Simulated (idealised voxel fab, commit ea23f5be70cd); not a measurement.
Presented below is a process module, voxel self aligned vias.
The cross-section on display is named cut; it measures 285 nm wide, and its cells are 5 nm squares.
A cross-section is written here as square cells arranged in a grid, and it is given in bands from the top down, each band taking up one or more rows of cells.
A band entry consists of two parts. The first gives the height of the band's top and the height of its bottom, in nm. The rest lists the band's materials from left to right, each with its width in nm. A single material labelled with the word "edge to edge" fills the band from edge to edge, and the word "blank" marks empty space.
Heights are reckoned from 0. Under this level, the received wafer is all of one material. The bottommost band is open-ended downward, for example "0 and below".
The width entry "30->40" should be interpreted row by row: the top row of cells in the band takes the first number, the bottom row takes the second number, and the change between adjacent rows is uniform throughout.
"no change", as given for a step, is the statement that not any cell of the cross-section underwent a change during that step.
The list in "Entrapped void list" covers empty spaces of 8 cells or more that cannot reach the top through any open way, and it gives each as width x height at distance; the distance is from the left edge, and width, height and distance are in nm.
Step line, after settings: the simulator's comment on this step.
overlay nm: mask right of planned place by this much (step with mask). Neg. = left.

The steps planned for the process are as follows
1,RECEIVE [material Si]
2,CONFORMAL_DEP [material SiO2] [thk nm 15]
3,CONFORMAL_DEP [material SiCN] [thk nm 5]
4,DIRECTIONAL_DEP [material SiO2] [thk nm 25]
5,DIRECTIONAL_DEP [material aC] [thk nm 15]
6,PATTERN [tone open] [mask id LINES] [material resist] [width nm 25] [pitch nm 60] [thk nm 35] [overlay nm 0]
7,DIRECTIONAL_ETCH [etch materials aC] [depth nm 15]
8,STRIP [etch materials resist]
9,DIRECTIONAL_ETCH [etch materials SiO2] [depth nm 25]
10,STRIP [etch materials aC]
11,CONFORMAL_DEP [material TiN] [thk nm 5]
12,FILL_DEP [material W] [thk nm 5]
13,CMP [height nm 45]
14,SELECTIVE_ETCH [etch materials W Ru TiN] [depth nm 10]
15,FILL_DEP [material SiN] [thk nm 5]
16,CMP [height nm 45]
17,DIRECTIONAL_DEP [material SiO2] [thk nm 15]
18,MASKED_ETCH [tone open] [mask id VIAS] [width nm 35] [etch materials SiO2] [depth nm 15] [overlay nm 0]
19,MASKED_ETCH [tone open] [mask id VIAS] [width nm 35] [etch materials SiN] [depth nm 10] [overlay nm 0]
20,CONFORMAL_DEP [material TiN] [thk nm 5]
21,FILL_DEP [material Ru] [thk nm 5]
22,CMP [height nm 60]
23,CONFORMAL_DEP [material SiN] [thk nm 5]

The following pertains to the first of two wafers, which was processed as planned

Cross-section of the wafer at receipt, which is the condition after step 1
- 0 and below  Si edge to edge
- Entrapped void list: none

Cross-section through the wafer, step 2 finished
- 15 down to 0  SiO2 edge to edge
- All layers under 0 are left as they were.

Cross-section through the wafer, step 3 finished
- 20 down to 15  SiCN edge to edge
- All layers under 15 are left as they were.

Cross-section through the wafer, step 4 finished
- 45 down to 20  SiO2 edge to edge
- All layers under 20 are left as they were.

Cross-section through the wafer, step 5 finished
- 60 down to 45  aC edge to edge
- All layers under 45 are left as they were.

Cross-section through the wafer, step 6 finished
- 95 down to 60  100 resist, then 25 blank, then 35 resist, then 25 blank, then 100 resist
- All layers under 60 are left as they were.

Cross-section through the wafer, step 7 finished
- 80 down to 60  100 resist, then 25 blank, then 35 resist, then 25 blank, then 100 resist
- 60 down to 45  100 aC, then 25 blank, then 35 aC, then 25 blank, then 100 aC
- All layers under 45 are left as they were.

Cross-section through the wafer, step 8 finished
- 60 down to 45  100 aC, then 25 blank, then 35 aC, then 25 blank, then 100 aC
- All layers under 45 are left as they were.

Cross-section through the wafer, step 9 finished
- 60 down to 45  100 aC, then 25 blank, then 35 aC, then 25 blank, then 100 aC
- 45 down to 20  100 SiO2, then 25 blank, then 35 SiO2, then 25 blank, then 100 SiO2
- All layers under 20 are left as they were.

Cross-section through the wafer, step 10 finished
- 45 down to 20  100 SiO2, then 25 blank, then 35 SiO2, then 25 blank, then 100 SiO2
- All layers under 20 are left as they were.

Cross-section through the wafer, step 11 finished
- 50 down to 45  105 TiN, then 15 blank, then 45 TiN, then 15 blank, then 105 TiN
- 45 down to 25  100 SiO2, then 5 TiN, then 15 blank, then 5 TiN, then 35 SiO2, then 5 TiN, then 15 blank, then 5 TiN, then 100 SiO2
- 25 down to 20  100 SiO2, then 25 TiN, then 35 SiO2, then 25 TiN, then 100 SiO2
- All layers under 20 are left as they were.

Cross-section through the wafer, step 12 finished
- 55 down to 50  W edge to edge
- 50 down to 45  105 TiN, then 15 W, then 45 TiN, then 15 W, then 105 TiN
- 45 down to 25  100 SiO2, then 5 TiN, then 15 W, then 5 TiN, then 35 SiO2, then 5 TiN, then 15 W, then 5 TiN, then 100 SiO2
- All layers under 25 are left as they were.

Cross-section through the wafer, step 13 finished
- 45 down to 25  100 SiO2, then 5 TiN, then 15 W, then 5 TiN, then 35 SiO2, then 5 TiN, then 15 W, then 5 TiN, then 100 SiO2
- All layers under 25 are left as they were.

Cross-section through the wafer, step 14 finished
- 45 down to 35  100 SiO2, then 25 blank, then 35 SiO2, then 25 blank, then 100 SiO2
- All layers under 35 are left as they were.

Cross-section through the wafer, step 15 finished
- 50 down to 45  SiN edge to edge
- 45 down to 35  100 SiO2, then 25 SiN, then 35 SiO2, then 25 SiN, then 100 SiO2
- All layers under 35 are left as they were.

Cross-section through the wafer, step 16 finished
- 45 down to 35  100 SiO2, then 25 SiN, then 35 SiO2, then 25 SiN, then 100 SiO2
- All layers under 35 are left as they were.

Cross-section through the wafer, step 17 finished
- 60 down to 45  SiO2 edge to edge
- All layers under 45 are left as they were.

Cross-section through the wafer, step 18 finished
- 60 down to 45  95 SiO2, then 35 blank, then 155 SiO2
- All layers under 45 are left as they were.

Cross-section through the wafer, step 19 finished
- 60 down to 45  95 SiO2, then 35 blank, then 155 SiO2
- 45 down to 35  100 SiO2, then 25 blank, then 35 SiO2, then 25 SiN, then 100 SiO2
- All layers under 35 are left as they were.

Cross-section through the wafer, step 20 finished
- 65 down to 60  100 TiN, then 25 blank, then 160 TiN
- 60 down to 50  95 SiO2, then 5 TiN, then 25 blank, then 5 TiN, then 155 SiO2
- 50 down to 45  95 SiO2, then 10 TiN, then 15 blank, then 10 TiN, then 155 SiO2
- 45 down to 40  100 SiO2, then 5 TiN, then 15 blank, then 5 TiN, then 35 SiO2, then 25 SiN, then 100 SiO2
- 40 down to 35  100 SiO2, then 25 TiN, then 35 SiO2, then 25 SiN, then 100 SiO2
- All layers under 35 are left as they were.

Cross-section through the wafer, step 21 finished
- 70 down to 65  Ru edge to edge
- 65 down to 60  100 TiN, then 25 Ru, then 160 TiN
- 60 down to 50  95 SiO2, then 5 TiN, then 25 Ru, then 5 TiN, then 155 SiO2
- 50 down to 45  95 SiO2, then 10 TiN, then 15 Ru, then 10 TiN, then 155 SiO2
- 45 down to 40  100 SiO2, then 5 TiN, then 15 Ru, then 5 TiN, then 35 SiO2, then 25 SiN, then 100 SiO2
- All layers under 40 are left as they were.

Cross-section through the wafer, step 22 finished
- 60 down to 50  95 SiO2, then 5 TiN, then 25 Ru, then 5 TiN, then 155 SiO2
- All layers under 50 are left as they were.

Cross-section through the wafer, step 23 finished
- 65 down to 60  SiN edge to edge
- All layers under 60 are left as they were.

For the second wafer, take the first wafer's start and plan, then add one mistake made in running it; everything through step 3, that step included, is shared with the first

Cross-section, second wafer, at the end time the plan gives for step 4
- 40 down to 20  SiO2 edge to edge
- All layers under 20 are left as they were.

Cross-section, second wafer, at the end time the plan gives for step 5
- 55 down to 40  aC edge to edge
- All layers under 40 are left as they were.

Cross-section, second wafer, at the end time the plan gives for step 6
- 90 down to 55  100 resist, then 25 blank, then 35 resist, then 25 blank, then 100 resist
- All layers under 55 are left as they were.

Cross-section, second wafer, at the end time the plan gives for step 7
- 75 down to 55  100 resist, then 25 blank, then 35 resist, then 25 blank, then 100 resist
- 55 down to 40  100 aC, then 25 blank, then 35 aC, then 25 blank, then 100 aC
- All layers under 40 are left as they were.

Cross-section, second wafer, at the end time the plan gives for step 8
- 55 down to 40  100 aC, then 25 blank, then 35 aC, then 25 blank, then 100 aC
- All layers under 40 are left as they were.

Cross-section, second wafer, at the end time the plan gives for step 9
- 55 down to 40  100 aC, then 25 blank, then 35 aC, then 25 blank, then 100 aC
- 40 down to 20  100 SiO2, then 25 blank, then 35 SiO2, then 25 blank, then 100 SiO2
- All layers under 20 are left as they were.

Cross-section, second wafer, at the end time the plan gives for step 10
- 40 down to 20  100 SiO2, then 25 blank, then 35 SiO2, then 25 blank, then 100 SiO2
- All layers under 20 are left as they were.

Cross-section, second wafer, at the end time the plan gives for step 11
- 45 down to 40  105 TiN, then 15 blank, then 45 TiN, then 15 blank, then 105 TiN
- 40 down to 25  100 SiO2, then 5 TiN, then 15 blank, then 5 TiN, then 35 SiO2, then 5 TiN, then 15 blank, then 5 TiN, then 100 SiO2
- 25 down to 20  100 SiO2, then 25 TiN, then 35 SiO2, then 25 TiN, then 100 SiO2
- All layers under 20 are left as they were.

Cross-section, second wafer, at the end time the plan gives for step 12
- 50 down to 45  W edge to edge
- 45 down to 40  105 TiN, then 15 W, then 45 TiN, then 15 W, then 105 TiN
- 40 down to 25  100 SiO2, then 5 TiN, then 15 W, then 5 TiN, then 35 SiO2, then 5 TiN, then 15 W, then 5 TiN, then 100 SiO2
- All layers under 25 are left as they were.

Cross-section, second wafer, at the end time the plan gives for step 13
- 45 down to 40  105 TiN, then 15 W, then 45 TiN, then 15 W, then 105 TiN
- All layers under 40 are left as they were.

Cross-section, second wafer, at the end time the plan gives for step 14
- 40 down to 35  100 SiO2, then 25 blank, then 35 SiO2, then 25 blank, then 100 SiO2
- All layers under 35 are left as they were.

Cross-section, second wafer, at the end time the plan gives for step 15
- 45 down to 40  SiN edge to edge
- 40 down to 35  100 SiO2, then 25 SiN, then 35 SiO2, then 25 SiN, then 100 SiO2
- All layers under 35 are left as they were.

Cross-section, second wafer, at the end time the plan gives for step 16: no change

Cross-section, second wafer, at the end time the plan gives for step 17
- 60 down to 45  SiO2 edge to edge
- All layers under 45 are left as they were.

Cross-section, second wafer, at the end time the plan gives for step 18
- 60 down to 45  95 SiO2, then 35 blank, then 155 SiO2
- All layers under 45 are left as they were.

Cross-section, second wafer, at the end time the plan gives for step 19
- 60 down to 45  95 SiO2, then 35 blank, then 155 SiO2
- 45 down to 40  95 SiN, then 35 blank, then 155 SiN
- 40 down to 35  100 SiO2, then 25 blank, then 35 SiO2, then 25 SiN, then 100 SiO2
- All layers under 35 are left as they were.

Cross-section, second wafer, at the end time the plan gives for step 20
- 65 down to 60  100 TiN, then 25 blank, then 160 TiN
- 60 down to 45  95 SiO2, then 5 TiN, then 25 blank, then 5 TiN, then 155 SiO2
- 45 down to 40  95 SiN, then 10 TiN, then 15 blank, then 10 TiN, then 155 SiN
- 40 down to 35  100 SiO2, then 25 TiN, then 35 SiO2, then 25 SiN, then 100 SiO2
- All layers under 35 are left as they were.

Cross-section, second wafer, at the end time the plan gives for step 21
- 70 down to 65  Ru edge to edge
- 65 down to 60  100 TiN, then 25 Ru, then 160 TiN
- 60 down to 45  95 SiO2, then 5 TiN, then 25 Ru, then 5 TiN, then 155 SiO2
- 45 down to 40  95 SiN, then 10 TiN, then 15 Ru, then 10 TiN, then 155 SiN
- All layers under 40 are left as they were.

Cross-section, second wafer, at the end time the plan gives for step 22
- 60 down to 45  95 SiO2, then 5 TiN, then 25 Ru, then 5 TiN, then 155 SiO2
- All layers under 45 are left as they were.

Cross-section, second wafer, at the end time the plan gives for step 23
- 65 down to 60  SiN edge to edge
- All layers under 60 are left as they were.
Short version of what went wrong: contrary to plan, step 4 was performed as DIRECTIONAL_DEP [material SiO2] [thk nm 20]
Heads up, by the end the second wafer has more or fewer cells of some materials compared to the first: +2 Ru; +45 SiN; -47 SiO2
